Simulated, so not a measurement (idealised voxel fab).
The process module presented herein is designated voxel self aligned contacts.
Square cells of 5 nm make up the cross-section cut, whose width is 205 nm.
A cross-section is a grid of square cells, given in bands from the top down. A band is one or more rows of cells. The band entry comprises the height of the band's top followed by the height of its bottom, expressed in nm, and subsequently the band's materials from left to right, each stated together with its width in nm. Where a single material is marked with the word "everywhere", that material fills the band from edge to edge. The word "blank" represents empty space. Heads up on the height convention: 0 is the point under which the incoming wafer is all one material, and the lowest band has no bottom, it just keeps going down, like "0 down". Width spec "30->40" -> top row of cells at first value, bottom row at second value, equal per-row change in between. Basically "left unchanged" means that step didn't change any cell in the cross-section. Under "Sealed internal voids" you'll find the enclosed gaps, the ones with no way out to the top, that are 8 cells or bigger; each reads width x height at distance, with distance counted from the left edge, everything in nm. Text after the settings on a step's line: the simulator's own remark on that step. The optional step-line setting "overlay nm" applies to steps with a mask and quantifies how far to the right of its planned location the mask lay, a negative value indicating leftward placement.

This section lists the process steps that were planned:
1,RECEIVE | material Si
2,OXIDIZE | depth nm 5
3,DIRECTIONAL_DEP | material polySi | thk nm 20
4,DIRECTIONAL_DEP | material SiN | thk nm 15
5,DIRECTIONAL_DEP | material aC | thk nm 10
6,PATTERN | tone cover | mask id GATE | material resist | width nm 20 | pitch nm 55 | thk nm 25 | overlay nm 0
7,DIRECTIONAL_ETCH | etch materials aC | depth nm 10
8,STRIP | etch materials resist
9,DIRECTIONAL_ETCH | etch materials SiN | depth nm 15
10,DIRECTIONAL_ETCH | etch materials polySi | depth nm 20
11,STRIP | etch materials aC
12,CONFORMAL_DEP | material SiN | thk nm 5
13,DIRECTIONAL_ETCH | etch materials SiN | depth nm 5
14,FILL_DEP | material SiO2 | thk nm 15
15,CMP | height nm 40
16,DIRECTIONAL_DEP | material aC | thk nm 10
17,PATTERN | tone open | mask id CONTACT | material resist | width nm 35 | pitch nm 55 | thk nm 30 | overlay nm 0
18,DIRECTIONAL_ETCH | etch materials aC | depth nm 10
19,STRIP | etch materials resist
20,DIRECTIONAL_ETCH | etch materials SiO2 | depth nm 45
21,STRIP | etch materials aC
22,CONFORMAL_DEP | material TiN | thk nm 5
23,FILL_DEP | material Ru | thk nm 10
24,CMP | height nm 40
25,CONFORMAL_DEP | material SiN | thk nm 5
Quick note for whoever runs this: the wafers start identical, but the width nm at step 6 isn't the same across them. The plan just shows what the first wafer had.

Cross-sectional view of the first of several wafers in the as-received condition, corresponding to the state following step 1:
- 0 down  Si everywhere
- Sealed internal voids: none

Row per wafer, end-of-module: cell gain (+)/loss (-) by material since the wafer came in, then closed voids:
width nm 20, +48 Ru, -41 Si, +119 SiN, +149 SiO2, +46 TiN, +48 polySi, Sealed internal voids: none
width nm 25, +32 Ru, -41 Si, +128 SiN, +144 SiO2, +46 TiN, +60 polySi, Sealed internal voids: none
width nm 30, +16 Ru, -41 Si, +137 SiN, +139 SiO2, +46 TiN, +72 polySi, Sealed internal voids: none
width nm 35, -41 Si, +146 SiN, +134 SiO2, +46 TiN, +84 polySi, Sealed internal voids: none
width nm 40, -41 Si, +155 SiN, +129 SiO2, +30 TiN, +96 polySi, Sealed internal voids: none
